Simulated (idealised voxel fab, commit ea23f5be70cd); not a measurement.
Presented below is a process module, voxel capacitor over wiring.
Shown is cross-section cut, with a width of 280 nm and square cells of size 5 nm.
Square cells in a grid make up a cross-section in this document, and the grid is given as bands, listed from the top down, each one or more rows of cells. Heads up on the band format: heights come first, top then bottom, in nm. After that it's the materials left to right, each with its width in nm. A single material flagged "full width" fills the whole band edge to edge, and "air" means there's empty space there. Basically, 0 is our baseline, since under it the wafer straight out of the box is all one material. The bottom band has no lower end and keeps on going down, so it looks like "0..down". Top row gets the first number, bottom row gets the second, and each row in between changes by the same step: that is how a band width like "30..40" works. For the purposes of this document, the phrase "remained the same" attached to a step denotes that no cell within the cross-section was modified by that step. "Unvented voids": sealed empty spaces, 8 cells or more, no open way to top, listed width x height at distance, with distance from the left edge and width, height and distance in nm. Text after the settings on a step's line: the simulator's own remark on that step. The "overlay nm" setting may appear on a step's line; for a step that uses a mask, it gives how far to the right of its planned position the mask lay, and a negative value indicates the left.

[The planned process steps are enumerated hereunder]
1: RECEIVE [material Si]
2: CONFORMAL_DEP [material SiO2] [thk nm 15]
3: CONFORMAL_DEP [material SiCN] [thk nm 5]
4: DIRECTIONAL_DEP [material lowk] [thk nm 15]
5: MASKED_ETCH [tone open] [mask id METAL_1] [width nm 25] [pitch nm 90] [etch materials lowk] [depth nm 15] [overlay nm 0]
6: MASKED_ETCH [tone open] [mask id METAL_1] [width nm 25] [pitch nm 90] [etch materials SiCN] [depth nm 5] [overlay nm 0]
7: CONFORMAL_DEP [material TiN] [thk nm 5]
8: FILL_DEP [material Cu] [thk nm 5]
9: CMP [height nm 35]
10: CONFORMAL_DEP [material SiCN] [thk nm 5]
11: DIRECTIONAL_DEP [material SiO2] [thk nm 20]
12: MASKED_ETCH [tone open] [mask id PLUG_1] [width nm 15] [etch materials SiO2] [depth nm 20] [overlay nm 0]
13: MASKED_ETCH [tone open] [mask id PLUG_1] [width nm 15] [etch materials SiCN] [depth nm 5] [overlay nm 0]
14: EPI [material Ru] [thk nm 10]
15: EPI [material Ru] [thk nm 10]
16: EPI [material Ru] [thk nm 5]
17: DIRECTIONAL_DEP [material TiN] [thk nm 10]
18: DIRECTIONAL_DEP [material Al2O3] [thk nm 5]
19: DIRECTIONAL_DEP [material TiN] [thk nm 5]
20: PATTERN [tone cover] [mask id UPPER_PLATE] [material resist] [width nm 70] [thk nm 15] [overlay nm 0]
21: DIRECTIONAL_ETCH [etch materials TiN] [depth nm 5]
22: DIRECTIONAL_ETCH [etch materials Al2O3] [depth nm 5]
23: STRIP [etch materials resist]
24: MASKED_ETCH [tone cover] [mask id LOWER_PLATE] [width nm 80] [etch materials TiN] [depth nm 10] [overlay nm 0]
25: FILL_DEP [material SiO2] [thk nm 20]
26: CMP [height nm 95]
27: PATTERN [tone open] [mask id PLUG_2] [material resist] [width nm 15] [thk nm 20] [overlay nm 0]
28: DIRECTIONAL_ETCH [etch materials SiO2] [depth nm 15]
29: STRIP [etch materials resist]
30: CONFORMAL_DEP [material TiN] [thk nm 5]
31: FILL_DEP [material W] [thk nm 10]
32: CMP [height nm 95]
33: CONFORMAL_DEP [material SiCN] [thk nm 5]

[Delivered wafer in cross-section: state after step 1]
	0..down: Si full width
	Unvented voids: none

[Figure: cross-sectional view of the wafer upon completion of the module, processed from the initial state and according to the plan depicted above, with one error introduced during execution]
	100..95: SiCN full width
	95..85: SiO2: 100, then TiN: 5, then W: 5, then TiN: 5, then SiO2: 165
	85..75: SiO2: 100..90, then TiN: 15..70, then SiO2: 165..120
	75..70: SiO2: 90, then Al2O3: 70, then SiO2: 120
	70..60: SiO2: 85, then TiN: 80, then SiO2: 115
	60..40: SiO2: 90, then Ru: 15, then SiO2: 175
	40..35: SiCN: 90, then Ru: 15, then SiCN: 175
	35..20: lowk: 80, then TiN: 5, then Cu: 15, then TiN: 5, then lowk: 65, then TiN: 5, then Cu: 15, then TiN: 5, then lowk: 85
	20..15: SiCN: 80, then TiN: 25, then SiCN: 65, then TiN: 25, then SiCN: 85
	15..0: Ru full width
	0..down: Si full width
	Unvented voids: none
Deviation noted in wafer processing: step 2: run off-plan, actual operation and settings CONFORMAL_DEP [material Ru] [thk nm 15]
